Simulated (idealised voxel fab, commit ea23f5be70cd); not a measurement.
The document below concerns the process module designated voxel transistor to metal.
Square cell edge 5 nm, section width 160 nm, ID cut.
How to read a cross-section here: the picture is a grid of square cells, written as bands going from the top down, and any band can span one or more rows of cells.
Top, bottom (nm), then materials left to right with widths (nm); lone material tagged "everywhere" fills the whole band edge to edge; "blank" = empty space.
Heights are expressed relative to 0, this being the level below which the as-received wafer comprises one material exclusively. The lowest band is unbounded in the downward direction and is denoted as in "z 0 and below".
The two numbers in a width such as "30..40" mark its ends across the band: the first belongs to the top row of cells, the second to the bottom row, and from each row to the next the width moves by the same amount.
"everything unchanged" (step): cross-section cells unchanged, all of them.
In "Voids, enclosed" the enclosed voids are listed, meaning empty spaces of 8 cells or larger without any opening to the top. The form is width x height at distance, distance from the left edge, units nm.
Where a step's line continues beyond its settings, the continuation is a remark by the simulator itself on that step.
overlay nm: where the mask lay relative to plan, measured to the right, on steps with a mask; negatives go left.
Quick note on how to read the rest: it's all pairs. You get the cross-section before a process step and the one after, but the after one only goes down as far as the lowest band that changed. The step in between, with its settings, sits under the pair. Heads up, the pairs can come from different runs of this module on the same starting wafer, so don't assume a pair picks up from the one above unless its "Pre-process" entry says it does.
Pre-process
- z 40 to 25 | blank=60 / SiN=5 / SiCN=25 / SiN=5 / blank=65
- z 25 to 0 | blank=60 / SiN=5 / polySi=25 / SiN=5 / blank=65
- z 0 to -5 | SiO2=25 / SiN=5 / blank=30 / SiN=5 / SiO2=25 / SiN=5 / blank=30 / SiN=5 / SiO2=30
- z -5 to -20 | SiO2=30 / Si=95 / SiO2=35
- z -20 and below | Si everywhere
- Voids, enclosed: none
Post-Step Geometry
- z 40 to 25 | blank=60 / SiN=5 / SiCN=25 / SiN=5 / blank=65
- z 25 to 0 | blank=60 / SiN=5 / polySi=25 / SiN=5 / blank=65
- z 0 to -5 | blank=25 / SiN=5 / blank=30 / SiN=5 / SiO2=25 / SiN=5 / blank=30 / SiN=5 / blank=30
- Anything lower than -5 is untouched.
- Voids, enclosed: none
The transition between the preceding cross-sections is accomplished by op DIRECTIONAL_ETCH | etch materials SiO2 | depth nm 5
Pre-process: see the after view in the pair directly above.
Post-Step Geometry
- z 40 to 25 | blank=60 / SiN=5 / SiCN=25 / SiN=5 / blank=65
- z 25 to 0 | blank=60 / SiN=5 / polySi=25 / SiN=5 / blank=65
- z 0 to -5 | blank=25 / SiN=5 / blank=30 / SiN=5 / SiO2=25 / SiN=5 / blank=30 / SiN=5 / blank=30
- z -5 to -20 | SiO2=30 / blank=30 / Si=35 / blank=30 / SiO2=35
- Anything lower than -20 is untouched.
- Voids, enclosed: none
The transition between the preceding cross-sections is accomplished by op DIRECTIONAL_ETCH | etch materials Si | depth nm 15
Pre-process: see the after view in the pair directly above.
Post-Step Geometry
- z 40 to 25 | blank=60 / SiN=5 / SiCN=25 / SiN=5 / blank=65
- z 25 to 10 | blank=60 / SiN=5 / polySi=25 / SiN=5 / blank=65
- z 10 to 0 | blank=45 / SiGe=15 / SiN=5 / polySi=25 / SiN=5 / SiGe=15 / blank=50
- z 0 to -5 | blank=25 / SiN=5 / blank=15 / SiGe=15 / SiN=5 / SiO2=25 / SiN=5 / SiGe=15 / blank=15 / SiN=5 / blank=30
- z -5 to -20 | SiO2=30 / SiGe=30 / Si=35 / SiGe=30 / SiO2=35
- Anything lower than -20 is untouched.
- Voids, enclosed: none
The transition between the preceding cross-sections is accomplished by op EPI | material SiGe | thk nm 15
Pre-process: see the after view in the pair directly above.
Post-Step Geometry
- z 45 to 40 | SiO2 everywhere
- z 40 to 25 | SiO2=60 / SiN=5 / SiCN=25 / SiN=5 / SiO2=65
- z 25 to 10 | SiO2=60 / SiN=5 / polySi=25 / SiN=5 / SiO2=65
- z 10 to 0 | SiO2=45 / SiGe=15 / SiN=5 / polySi=25 / SiN=5 / SiGe=15 / SiO2=50
- z 0 to -5 | SiO2=25 / SiN=5 / SiO2=15 / SiGe=15 / SiN=5 / SiO2=25 / SiN=5 / SiGe=15 / SiO2=15 / SiN=5 / SiO2=30
- Anything lower than -5 is untouched.
- Voids, enclosed: none
The transition between the preceding cross-sections is accomplished by op FILL_DEP | material SiO2 | thk nm 5
Pre-process: see the after view in the pair directly above.
Post-Step Geometry
- z 25 to 10 | SiO2=60 / SiN=5 / polySi=25 / SiN=5 / SiO2=65
- Anything lower than 10 is untouched.
- Voids, enclosed: none
The transition between the preceding cross-sections is accomplished by op CMP | height nm 25
Pre-process: see the after view in the pair directly above.
Post-Step Geometry
- z 25 to 10 | SiO2=60 / SiN=5 / blank=25 / SiN=5 / SiO2=65
- z 10 to 0 | SiO2=45 / SiGe=15 / SiN=5 / blank=25 / SiN=5 / SiGe=15 / SiO2=50
- Anything lower than 0 is untouched.
- Voids, enclosed: none
The transition between the preceding cross-sections is accomplished by op STRIP | etch materials polySi
Pre-process: see the after view in the pair directly above.
Post-Step Geometry
- z 25 to 20 | blank=60 / SiN=5 / blank=25 / SiN=5 / blank=65
- z 20 to 10 | SiO2=60 / SiN=5 / blank=25 / SiN=5 / SiO2=65
- z 10 to 0 | SiO2=45 / SiGe=15 / SiN=5 / blank=25 / SiN=5 / SiGe=15 / SiO2=50
- z 0 to -5 | SiO2=25 / SiN=5 / SiO2=15 / SiGe=15 / SiN=5 / blank=25 / SiN=5 / SiGe=15 / SiO2=15 / SiN=5 / SiO2=30
- Anything lower than -5 is untouched.
- Voids, enclosed: none
The transition between the preceding cross-sections is accomplished by op SELECTIVE_ETCH | etch materials SiO2 | depth nm 5
Pre-process: see the after view in the pair directly above.
Post-Step Geometry
- z 30 to 25 | blank=55 / HfO2=15 / blank=15 / HfO2=15 / blank=60
- z 25 to 20 | HfO2=60 / SiN=5 / HfO2=5 / blank=15 / HfO2=5 / SiN=5 / HfO2=65
- z 20 to 10 | SiO2=60 / SiN=5 / HfO2=5 / blank=15 / HfO2=5 / SiN=5 / SiO2=65
- z 10 to 0 | SiO2=45 / SiGe=15 / SiN=5 / HfO2=5 / blank=15 / HfO2=5 / SiN=5 / SiGe=15 / SiO2=50
- z 0 to -5 | SiO2=25 / SiN=5 / SiO2=15 / SiGe=15 / SiN=5 / HfO2=25 / SiN=5 / SiGe=15 / SiO2=15 / SiN=5 / SiO2=30
- Anything lower than -5 is untouched.
- Voids, enclosed: none
The transition between the preceding cross-sections is accomplished by op CONFORMAL_DEP | material HfO2 | thk nm 5
Pre-process: see the after view in the pair directly above.
Post-Step Geometry
- z 35 to 30 | blank=50 / TiN=25 / blank=5 / TiN=25 / blank=55
- z 30 to 25 | TiN=55 / HfO2=15 / TiN=5 / blank=5 / TiN=5 / HfO2=15 / TiN=60
- z 25 to 20 | HfO2=60 / SiN=5 / HfO2=5 / TiN=5 / blank=5 / TiN=5 / HfO2=5 / SiN=5 / HfO2=65
- z 20 to 10 | SiO2=60 / SiN=5 / HfO2=5 / TiN=5 / blank=5 / TiN=5 / HfO2=5 / SiN=5 / SiO2=65
- z 10 to 5 | SiO2=45 / SiGe=15 / SiN=5 / HfO2=5 / TiN=5 / blank=5 / TiN=5 / HfO2=5 / SiN=5 / SiGe=15 / SiO2=50
- z 5 to 0 | SiO2=45 / SiGe=15 / SiN=5 / HfO2=5 / TiN=15 / HfO2=5 / SiN=5 / SiGe=15 / SiO2=50
- Anything lower than 0 is untouched.
- Voids, enclosed: none
The transition between the preceding cross-sections is accomplished by op CONFORMAL_DEP | material TiN | thk nm 5
Pre-process: see the after view in the pair directly above.
Post-Step Geometry
- z 40 to 35 | W everywhere
- z 35 to 30 | W=50 / TiN=25 / W=5 / TiN=25 / W=55
- z 30 to 25 | TiN=55 / HfO2=15 / TiN=5 / W=5 / TiN=5 / HfO2=15 / TiN=60
- z 25 to 20 | HfO2=60 / SiN=5 / HfO2=5 / TiN=5 / W=5 / TiN=5 / HfO2=5 / SiN=5 / HfO2=65
- z 20 to 10 | SiO2=60 / SiN=5 / HfO2=5 / TiN=5 / W=5 / TiN=5 / HfO2=5 / SiN=5 / SiO2=65
- z 10 to 5 | SiO2=45 / SiGe=15 / SiN=5 / HfO2=5 / TiN=5 / W=5 / TiN=5 / HfO2=5 / SiN=5 / SiGe=15 / SiO2=50
- Anything lower than 5 is untouched.
- Voids, enclosed: none
The transition between the preceding cross-sections is accomplished by op FILL_DEP | material W | thk nm 5
Pre-process: see the after view in the pair directly above.
Post-Step Geometry
- z 20 to 10 | SiO2=60 / SiN=5 / HfO2=5 / TiN=5 / W=5 / TiN=5 / HfO2=5 / SiN=5 / SiO2=65
- Anything lower than 10 is untouched.
- Voids, enclosed: none
The transition between the preceding cross-sections is accomplished by op CMP | height nm 20
Pre-process: see the after view in the pair directly above.
Post-Step Geometry
- z 35 to 20 | SiO2 everywhere
- Anything lower than 20 is untouched.
- Voids, enclosed: none
The transition between the preceding cross-sections is accomplished by op DIRECTIONAL_DEP | material SiO2 | thk nm 15
Pre-process: see the after view in the pair directly above.
Post-Step Geometry
- z 55 to 35 | resist=35 / blank=15 / resist=55 / blank=15 / resist=40
- Anything lower than 35 is untouched.
- Voids, enclosed: none
The transition between the preceding cross-sections is accomplished by op PATTERN | tone open | mask id CONTACT | material resist | width nm 15 | pitch nm 70 | thk nm 20 | overlay nm 0
Pre-process: see the after view in the pair directly above.
Post-Step Geometry
- z 55 to 35 | resist=35 / blank=15 / resist=55 / blank=15 / resist=40
- z 35 to 20 | SiO2=35 / blank=15 / SiO2=55 / blank=15 / SiO2=40
- z 20 to 10 | SiO2=35 / blank=15 / SiO2=10 / SiN=5 / HfO2=5 / TiN=5 / W=5 / TiN=5 / HfO2=5 / SiN=5 / SiO2=10 / blank=15 / SiO2=40
- Anything lower than 10 is untouched.
- Voids, enclosed: none
The transition between the preceding cross-sections is accomplished by op DIRECTIONAL_ETCH | etch materials SiO2 | depth nm 25
Pre-process: see the after view in the pair directly above.
Post-Step Geometry
- z 35 to 20 | SiO2=35 / blank=15 / SiO2=55 / blank=15 / SiO2=40
- Anything lower than 20 is untouched.
- Voids, enclosed: none
The transition between the preceding cross-sections is accomplished by op STRIP | etch materials resist
Pre-process: see the after view in the pair directly above.
Post-Step Geometry
- z 40 to 35 | TiN=40 / blank=5 / TiN=65 / blank=5 / TiN=45
- z 35 to 20 | SiO2=35 / TiN=5 / blank=5 / TiN=5 / SiO2=55 / TiN=5 / blank=5 / TiN=5 / SiO2=40
- z 20 to 15 | SiO2=35 / TiN=5 / blank=5 / TiN=5 / SiO2=10 / SiN=5 / HfO2=5 / TiN=5 / W=5 / TiN=5 / HfO2=5 / SiN=5 / SiO2=10 / TiN=5 / blank=5 / TiN=5 / SiO2=40
- z 15 to 10 | SiO2=35 / TiN=15 / SiO2=10 / SiN=5 / HfO2=5 / TiN=5 / W=5 / TiN=5 / HfO2=5 / SiN=5 / SiO2=10 / TiN=15 / SiO2=40
- Anything lower than 10 is untouched.
- Voids, enclosed: none
The transition between the preceding cross-sections is accomplished by op CONFORMAL_DEP | material TiN | thk nm 5
Pre-process: see the after view in the pair directly above.
Post-Step Geometry
- z 50 to 40 | Ru everywhere
- z 40 to 35 | TiN=40 / Ru=5 / TiN=65 / Ru=5 / TiN=45
- z 35 to 20 | SiO2=35 / TiN=5 / Ru=5 / TiN=5 / SiO2=55 / TiN=5 / Ru=5 / TiN=5 / SiO2=40
- z 20 to 15 | SiO2=35 / TiN=5 / Ru=5 / TiN=5 / SiO2=10 / SiN=5 / HfO2=5 / TiN=5 / W=5 / TiN=5 / HfO2=5 / SiN=5 / SiO2=10 / TiN=5 / Ru=5 / TiN=5 / SiO2=40
- Anything lower than 15 is untouched.
- Voids, enclosed: none
The transition between the preceding cross-sections is accomplished by op FILL_DEP | material Ru | thk nm 10
Pre-process: see the after view in the pair directly above.
Post-Step Geometry
- z 35 to 20 | SiO2=35 / TiN=5 / Ru=5 / TiN=5 / SiO2=55 / TiN=5 / Ru=5 / TiN=5 / SiO2=40
- Anything lower than 20 is untouched.
- Voids, enclosed: none
The transition between the preceding cross-sections is accomplished by op CMP | height nm 35
Pre-process: see the after view in the pair directly above.
Post-Step Geometry
- z 40 to 35 | TiN everywhere
- Anything lower than 35 is untouched.
- Voids, enclosed: none
The transition between the preceding cross-sections is accomplished by op DIRECTIONAL_DEP | material TiN | thk nm 5
Pre-process: see the after view in the pair directly above.
Post-Step Geometry
- z 65 to 40 | W everywhere
- Anything lower than 40 is untouched.
- Voids, enclosed: none
The transition between the preceding cross-sections is accomplished by op DIRECTIONAL_DEP | material W | thk nm 25
Pre-process: see the after view in the pair directly above.
Post-Step Geometry
- z 85 to 65 | blank=35 / resist=15 / blank=55 / resist=15 / blank=40
- Anything lower than 65 is untouched.
- Voids, enclosed: none
The transition between the preceding cross-sections is accomplished by op PATTERN | tone cover | mask id METAL_1 | material resist | width nm 15 | pitch nm 70 | thk nm 20 | overlay nm 0
Pre-process: see the after view in the pair directly above.
Post-Step Geometry
- z 85 to 65 | blank=35 / resist=15 / blank=55 / resist=15 / blank=40
- z 65 to 40 | blank=35 / W=15 / blank=55 / W=15 / blank=40
- Anything lower than 40 is untouched.
- Voids, enclosed: none
The transition between the preceding cross-sections is accomplished by op DIRECTIONAL_ETCH | etch materials W | depth nm 25
Pre-process: see the after view in the pair directly above.
Post-Step Geometry
- z 85 to 65 | blank=35 / resist=15 / blank=55 / resist=15 / blank=40
- z 65 to 40 | blank=35 / W=15 / blank=55 / W=15 / blank=40
- z 40 to 35 | blank=35 / TiN=15 / blank=55 / TiN=15 / blank=40
- Anything lower than 35 is untouched.
- Voids, enclosed: none
The transition between the preceding cross-sections is accomplished by op DIRECTIONAL_ETCH | etch materials TiN | depth nm 5
Pre-process: see the after view in the pair directly above.
Post-Step Geometry
- z 65 to 40 | blank=35 / W=15 / blank=55 / W=15 / blank=40
- Anything lower than 40 is untouched.
- Voids, enclosed: none
The transition between the preceding cross-sections is accomplished by op STRIP | etch materials resist
Pre-process: see the after view in the pair directly above.
Post-Step Geometry
- z 70 to 65 | SiO2 everywhere
- z 65 to 40 | SiO2=35 / W=15 / SiO2=55 / W=15 / SiO2=40
- z 40 to 35 | SiO2=35 / TiN=15 / SiO2=55 / TiN=15 / SiO2=40
- Anything lower than 35 is untouched.
- Voids, enclosed: none
The transition between the preceding cross-sections is accomplished by op FILL_DEP | material SiO2 | thk nm 5
Pre-process: see the after view in the pair directly above.
Post-Step Geometry
- z 65 to 40 | SiO2=35 / W=15 / SiO2=55 / W=15 / SiO2=40
- Anything lower than 40 is untouched.
- Voids, enclosed: none
The transition between the preceding cross-sections is accomplished by op CMP | height nm 65
Pre-process: see the after view in the pair directly above.
Post-Step Geometry
- z 70 to 65 | SiCN everywhere
- Anything lower than 65 is untouched.
- Voids, enclosed: none
The transition between the preceding cross-sections is accomplished by op CONFORMAL_DEP | material SiCN | thk nm 5
Pre-process: see the after view in the pair directly above.
Post-Step Geometry
- z 100 to 70 | SiO2 everywhere
- Anything lower than 70 is untouched.
- Voids, enclosed: none
The transition between the preceding cross-sections is accomplished by op DIRECTIONAL_DEP | material SiO2 | thk nm 30
Pre-process: see the after view in the pair directly above.
Post-Step Geometry
- z 120 to 100 | resist=35 / blank=15 / resist=55 / blank=15 / resist=40
- Anything lower than 100 is untouched.
- Voids, enclosed: none
The transition between the preceding cross-sections is accomplished by op PATTERN | tone open | mask id METAL_2 | material resist | width nm 15 | pitch nm 70 | thk nm 20 | overlay nm 0
Pre-process: see the after view in the pair directly above.
Post-Step Geometry
- z 120 to 100 | resist=35 / blank=15 / resist=55 / blank=15 / resist=40
- z 100 to 80 | SiO2=35 / blank=15 / SiO2=55 / blank=15 / SiO2=40
- Anything lower than 80 is untouched.
- Voids, enclosed: none
The transition between the preceding cross-sections is accomplished by op DIRECTIONAL_ETCH | etch materials SiO2 | depth nm 20
Pre-process: see the after view in the pair directly above.
Post-Step Geometry
- z 100 to 80 | SiO2=35 / blank=15 / SiO2=55 / blank=15 / SiO2=40
- Anything lower than 80 is untouched.
- Voids, enclosed: none
The transition between the preceding cross-sections is accomplished by op STRIP | etch materials resist
Pre-process: see the after view in the pair directly above.
Post-Step Geometry
- z 100 to 70 | SiO2=35 / blank=15 / SiO2=55 / blank=15 / SiO2=40
- Anything lower than 70 is untouched.
- Voids, enclosed: none
The transition between the preceding cross-sections is accomplished by op MASKED_ETCH | tone open | mask id METAL_2_HOLES | width nm 15 | pitch nm 70 | etch materials SiO2 | depth nm 10 | overlay nm 0
Pre-process: see the after view in the pair directly above.
Post-Step Geometry
- z 100 to 70 | SiO2=35 / blank=15 / SiO2=55 / blank=15 / SiO2=40
- z 70 to 65 | SiCN=35 / blank=15 / SiCN=55 / blank=15 / SiCN=40
- Anything lower than 65 is untouched.
- Voids, enclosed: none
The transition between the preceding cross-sections is accomplished by op MASKED_ETCH | tone open | mask id METAL_2_HOLES | width nm 15 | pitch nm 70 | etch materials SiCN | depth nm 5 | overlay nm 0
Pre-process: see the after view in the pair directly above.
Post-Step Geometry
- z 105 to 100 | TiN=40 / blank=5 / TiN=65 / blank=5 / TiN=45
- z 100 to 70 | SiO2=35 / TiN=5 / blank=5 / TiN=5 / SiO2=55 / TiN=5 / blank=5 / TiN=5 / SiO2=40
- z 70 to 65 | SiCN=35 / TiN=15 / SiCN=55 / TiN=15 / SiCN=40
- Anything lower than 65 is untouched.
- Voids, enclosed: none
The transition between the preceding cross-sections is accomplished by op CONFORMAL_DEP | material TiN | thk nm 5
Pre-process: see the after view in the pair directly above.
Post-Step Geometry
- z 110 to 105 | Ru everywhere
- z 105 to 100 | TiN=40 / Ru=5 / TiN=65 / Ru=5 / TiN=45
- z 100 to 70 | SiO2=35 / TiN=5 / Ru=5 / TiN=5 / SiO2=55 / TiN=5 / Ru=5 / TiN=5 / SiO2=40
- Anything lower than 70 is untouched.
- Voids, enclosed: none
The transition between the preceding cross-sections is accomplished by op FILL_DEP | material Ru | thk nm 5
Pre-process: see the after view in the pair directly above.
Post-Step Geometry
- z 100 to 70 | SiO2=35 / TiN=5 / Ru=5 / TiN=5 / SiO2=55 / TiN=5 / Ru=5 / TiN=5 / SiO2=40
- Anything lower than 70 is untouched.
- Voids, enclosed: none
The transition between the preceding cross-sections is accomplished by op CMP | height nm 100
Pre-process: see the after view in the pair directly above.
Post-Step Geometry
- z 105 to 100 | SiCN everywhere
- Anything lower than 100 is untouched.
- Voids, enclosed: none
The transition between the preceding cross-sections is accomplished by op CONFORMAL_DEP | material SiCN | thk nm 5
Pre-process
- z 35 to 20 | blank=30 / resist=95 / blank=35
- z 20 to 5 | blank=30 / SiN=95 / blank=35
- z 5 to 0 | blank=30 / SiO2=95 / blank=35
- z 0 to -20 | blank=30 / Si=95 / blank=35
- z -20 and below | Si everywhere
- Voids, enclosed: none
Post-Step Geometry
- z 35 to 20 | blank=30 / resist=95 / blank=35
- z 20 to 5 | blank=30 / SiN=95 / blank=35
- z 5 to 0 | blank=30 / SiO2=95 / blank=35
- z 0 to -40 | blank=30 / Si=95 / blank=35
- Anything lower than -40 is untouched.
- Voids, enclosed: none
The transition between the preceding cross-sections is accomplished by op DIRECTIONAL_ETCH | etch materials Si | depth nm 20
Pre-process: see the after view in the pair directly above.
Post-Step Geometry
- z 20 to 5 | blank=30 / SiN=95 / blank=35
- Anything lower than 5 is untouched.
- Voids, enclosed: none
The transition between the preceding cross-sections is accomplished by op STRIP | etch materials resist
Pre-process: see the after view in the pair directly above.
Post-Step Geometry
- z 35 to 20 | SiO2 everywhere
- z 20 to 5 | SiO2=30 / SiN=95 / SiO2=35
- z 5 to 0 | SiO2 everywhere
- z 0 to -40 | SiO2=30 / Si=95 / SiO2=35
- Anything lower than -40 is untouched.
- Voids, enclosed: none
The transition between the preceding cross-sections is accomplished by op FILL_DEP | material SiO2 | thk nm 15
Pre-process: see the after view in the pair directly above.
Post-Step Geometry
- z 20 to 5 | SiO2=30 / SiN=95 / SiO2=35
- Anything lower than 5 is untouched.
- Voids, enclosed: none
The transition between the preceding cross-sections is accomplished by op CMP | height nm 20
Pre-process: see the after view in the pair directly above.
Post-Step Geometry
- z 20 to 10 | blank=30 / SiN=95 / blank=35
- Anything lower than 10 is untouched.
- Voids, enclosed: none
The transition between the preceding cross-sections is accomplished by op SELECTIVE_ETCH | etch materials SiO2 | depth nm 10
Pre-process: see the after view in the pair directly above.
Post-Step Geometry
- z 10 to 5 | SiO2=30 / blank=95 / SiO2=35
- Anything lower than 5 is untouched.
- Voids, enclosed: none
The transition between the preceding cross-sections is accomplished by op STRIP | etch materials SiN
Pre-process: see the after view in the pair directly above.
Post-Step Geometry
- z 5 to 0 | SiO2=25 / blank=105 / SiO2=30
- Anything lower than 0 is untouched.
- Voids, enclosed: none
The transition between the preceding cross-sections is accomplished by op SELECTIVE_ETCH | etch materials SiO2 | depth nm 5
Pre-process: see the after view in the pair directly above.
Post-Step Geometry
- z 5 to 0 | SiO2=25 / blank=105 / SiO2=30
- z 0 to -5 | SiO2 everywhere
- Anything lower than -5 is untouched.
- Voids, enclosed: none
The transition between the preceding cross-sections is accomplished by op OXIDIZE | depth nm 5
Pre-process: see the after view in the pair directly above.
Post-Step Geometry
- z 30 to 25 | polySi=25 / blank=105 / polySi=30
- z 25 to 5 | polySi everywhere
- z 5 to 0 | SiO2=25 / polySi=105 / SiO2=30
- Anything lower than 0 is untouched.
- Voids, enclosed: none
The transition between the preceding cross-sections is accomplished by op DIRECTIONAL_DEP | material polySi | thk nm 25
Pre-process: see the after view in the pair directly above.
Post-Step Geometry
- z 45 to 40 | SiCN=25 / blank=105 / SiCN=30
- z 40 to 30 | SiCN everywhere
- z 30 to 25 | polySi=25 / SiCN=105 / polySi=30
- Anything lower than 25 is untouched.
- Voids, enclosed: none
The transition between the preceding cross-sections is accomplished by op DIRECTIONAL_DEP | material SiCN | thk nm 15
Pre-process: see the after view in the pair directly above.
Post-Step Geometry
- z 60 to 45 | blank=65 / resist=25 / blank=70
- z 45 to 40 | SiCN=25 / blank=40 / resist=25 / blank=40 / SiCN=30
- Anything lower than 40 is untouched.
- Voids, enclosed: none
The transition between the preceding cross-sections is accomplished by op PATTERN | tone cover | mask id GATE | material resist | width nm 25 | thk nm 15 | overlay nm 0
Pre-process: see the after view in the pair directly above.
Post-Step Geometry
- z 60 to 40 | blank=65 / resist=25 / blank=70
- z 40 to 30 | blank=65 / SiCN=25 / blank=70
- z 30 to 25 | polySi=25 / blank=40 / SiCN=25 / blank=40 / polySi=30
- Anything lower than 25 is untouched.
- Voids, enclosed: none
The transition between the preceding cross-sections is accomplished by op DIRECTIONAL_ETCH | etch materials SiCN | depth nm 25
Pre-process: see the after view in the pair directly above.
Post-Step Geometry
- z 60 to 40 | blank=65 / resist=25 / blank=70
- z 40 to 25 | blank=65 / SiCN=25 / blank=70
- z 25 to 5 | blank=65 / polySi=25 / blank=70
- z 5 to 0 | SiO2=25 / blank=40 / polySi=25 / blank=40 / SiO2=30
- Anything lower than 0 is untouched.
- Voids, enclosed: none
The transition between the preceding cross-sections is accomplished by op DIRECTIONAL_ETCH | etch materials polySi | depth nm 35
Pre-process: see the after view in the pair directly above.
Post-Step Geometry
- z 40 to 25 | blank=65 / SiCN=25 / blank=70
- Anything lower than 25 is untouched.
- Voids, enclosed: none
The transition between the preceding cross-sections is accomplished by op STRIP | etch materials resist
Pre-process: see the after view in the pair directly above.
Post-Step Geometry
- z 45 to 40 | blank=60 / SiO2=35 / blank=65
- z 40 to 25 | blank=60 / SiO2=5 / SiCN=25 / SiO2=5 / blank=65
- z 25 to 10 | blank=60 / SiO2=5 / polySi=25 / SiO2=5 / blank=65
- z 10 to 5 | SiO2=30 / blank=30 / SiO2=5 / polySi=25 / SiO2=5 / blank=30 / SiO2=35
- z 5 to 0 | SiO2=65 / polySi=25 / SiO2=70
- Anything lower than 0 is untouched.
- Voids, enclosed: none
The transition between the preceding cross-sections is accomplished by op CONFORMAL_DEP | material SiO2 | thk nm 5
Pre-process: see the after view in the pair directly above.
Post-Step Geometry
- z 40 to 25 | blank=60 / SiO2=5 / SiCN=25 / SiO2=5 / blank=65
- z 25 to 5 | blank=60 / SiO2=5 / polySi=25 / SiO2=5 / blank=65
- z 5 to 0 | SiO2=30 / blank=30 / SiO2=5 / polySi=25 / SiO2=5 / blank=30 / SiO2=35
- Anything lower than 0 is untouched.
- Voids, enclosed: none
The transition between the preceding cross-sections is accomplished by op DIRECTIONAL_ETCH | etch materials SiO2 | depth nm 5
Pre-process: see the after view in the pair directly above.
Post-Step Geometry
- z 45 to 40 | blank=55 / SiN=45 / blank=60
- z 40 to 25 | blank=55 / SiN=5 / SiO2=5 / SiCN=25 / SiO2=5 / SiN=5 / blank=60
- z 25 to 10 | blank=55 / SiN=5 / SiO2=5 / polySi=25 / SiO2=5 / SiN=5 / blank=60
- z 10 to 5 | SiN=35 / blank=20 / SiN=5 / SiO2=5 / polySi=25 / SiO2=5 / SiN=5 / blank=20 / SiN=40
- z 5 to 0 | SiO2=30 / SiN=30 / SiO2=5 / polySi=25 / SiO2=5 / SiN=30 / SiO2=35
- Anything lower than 0 is untouched.
- Voids, enclosed: none
The transition between the preceding cross-sections is accomplished by op CONFORMAL_DEP | material SiN | thk nm 5
Pre-process: see the after view in the pair directly above.
Post-Step Geometry
- z 40 to 25 | blank=55 / SiN=5 / SiO2=5 / SiCN=25 / SiO2=5 / SiN=5 / blank=60
- z 25 to 5 | blank=55 / SiN=5 / SiO2=5 / polySi=25 / SiO2=5 / SiN=5 / blank=60
- z 5 to 0 | SiO2=30 / SiN=5 / blank=20 / SiN=5 / SiO2=5 / polySi=25 / SiO2=5 / SiN=5 / blank=20 / SiN=5 / SiO2=35
- Anything lower than 0 is untouched.
- Voids, enclosed: none
The transition between the preceding cross-sections is accomplished by op DIRECTIONAL_ETCH | etch materials SiN | depth nm 5
Pre-process: see the after view in the pair directly above.
Post-Step Geometry
- z 40 to 35 | blank=55 / SiN=5 / blank=5 / SiCN=25 / blank=5 / SiN=5 / blank=60
- z 35 to 25 | blank=55 / SiN=5 / SiO2=5 / SiCN=25 / SiO2=5 / SiN=5 / blank=60
- z 25 to 5 | blank=55 / SiN=5 / SiO2=5 / polySi=25 / SiO2=5 / SiN=5 / blank=60
- z 5 to 0 | blank=30 / SiN=5 / blank=20 / SiN=5 / SiO2=5 / polySi=25 / SiO2=5 / SiN=5 / blank=20 / SiN=5 / blank=35
- z 0 to -5 | SiO2=35 / blank=20 / SiO2=45 / blank=20 / SiO2=40
- Anything lower than -5 is untouched.
- Voids, enclosed: none
The transition between the preceding cross-sections is accomplished by op DIRECTIONAL_ETCH | etch materials SiO2 | depth nm 5
Pre-process: see the after view in the pair directly above.
Post-Step Geometry
- z 40 to 35 | blank=55 / SiN=5 / blank=5 / SiCN=25 / blank=5 / SiN=5 / blank=60
- z 35 to 25 | blank=55 / SiN=5 / SiO2=5 / SiCN=25 / SiO2=5 / SiN=5 / blank=60
- z 25 to 5 | blank=55 / SiN=5 / SiO2=5 / polySi=25 / SiO2=5 / SiN=5 / blank=60
- z 5 to 0 | blank=30 / SiN=5 / blank=20 / SiN=5 / SiO2=5 / polySi=25 / SiO2=5 / SiN=5 / blank=20 / SiN=5 / blank=35
- z 0 to -5 | SiO2=35 / blank=20 / SiO2=45 / blank=20 / SiO2=40
- z -5 to -20 | SiO2=30 / Si=5 / blank=20 / Si=45 / blank=20 / Si=5 / SiO2=35
- Anything lower than -20 is untouched.
- Voids, enclosed: none
The transition between the preceding cross-sections is accomplished by op DIRECTIONAL_ETCH | etch materials Si | depth nm 15
Pre-process: see the after view in the pair directly above.
Post-Step Geometry
- z 40 to 35 | blank=55 / SiN=5 / blank=5 / SiCN=25 / blank=5 / SiN=5 / blank=60
- z 35 to 25 | blank=55 / SiN=5 / SiO2=5 / SiCN=25 / SiO2=5 / SiN=5 / blank=60
- z 25 to 10 | blank=55 / SiN=5 / SiO2=5 / polySi=25 / SiO2=5 / SiN=5 / blank=60
- z 10 to 5 | blank=30 / SiGe=25 / SiN=5 / SiO2=5 / polySi=25 / SiO2=5 / SiN=5 / SiGe=25 / blank=35
- z 5 to 0 | blank=30 / SiN=5 / SiGe=20 / SiN=5 / SiO2=5 / polySi=25 / SiO2=5 / SiN=5 / SiGe=20 / SiN=5 / blank=35
- z 0 to -5 | SiO2=35 / SiGe=20 / SiO2=45 / SiGe=20 / SiO2=40
- z -5 to -20 | SiO2=30 / Si=5 / SiGe=20 / Si=45 / SiGe=20 / Si=5 / SiO2=35
- Anything lower than -20 is untouched.
- Voids, enclosed: none
The transition between the preceding cross-sections is accomplished by op EPI | material SiGe | thk nm 15
Pre-process: see the after view in the pair directly above.
Post-Step Geometry
- z 45 to 40 | SiO2 everywhere
- z 40 to 25 | SiO2=55 / SiN=5 / SiO2=5 / SiCN=25 / SiO2=5 / SiN=5 / SiO2=60
- z 25 to 10 | SiO2=55 / SiN=5 / SiO2=5 / polySi=25 / SiO2=5 / SiN=5 / SiO2=60
- z 10 to 5 | SiO2=30 / SiGe=25 / SiN=5 / SiO2=5 / polySi=25 / SiO2=5 / SiN=5 / SiGe=25 / SiO2=35
- z 5 to 0 | SiO2=30 / SiN=5 / SiGe=20 / SiN=5 / SiO2=5 / polySi=25 / SiO2=5 / SiN=5 / SiGe=20 / SiN=5 / SiO2=35
- Anything lower than 0 is untouched.
- Voids, enclosed: none
The transition between the preceding cross-sections is accomplished by op FILL_DEP | material SiO2 | thk nm 5
Pre-process: see the after view in the pair directly above.
Post-Step Geometry
- z 25 to 10 | SiO2=55 / SiN=5 / SiO2=5 / polySi=25 / SiO2=5 / SiN=5 / SiO2=60
- Anything lower than 10 is untouched.
- Voids, enclosed: none
The transition between the preceding cross-sections is accomplished by op CMP | height nm 25
Pre-process: see the after view in the pair directly above.
Post-Step Geometry
- z 25 to 10 | SiO2=55 / SiN=5 / SiO2=5 / blank=25 / SiO2=5 / SiN=5 / SiO2=60
- z 10 to 5 | SiO2=30 / SiGe=25 / SiN=5 / SiO2=5 / blank=25 / SiO2=5 / SiN=5 / SiGe=25 / SiO2=35
- z 5 to 0 | SiO2=30 / SiN=5 / SiGe=20 / SiN=5 / SiO2=5 / blank=25 / SiO2=5 / SiN=5 / SiGe=20 / SiN=5 / SiO2=35
- Anything lower than 0 is untouched.
- Voids, enclosed: none
The transition between the preceding cross-sections is accomplished by op STRIP | etch materials polySi
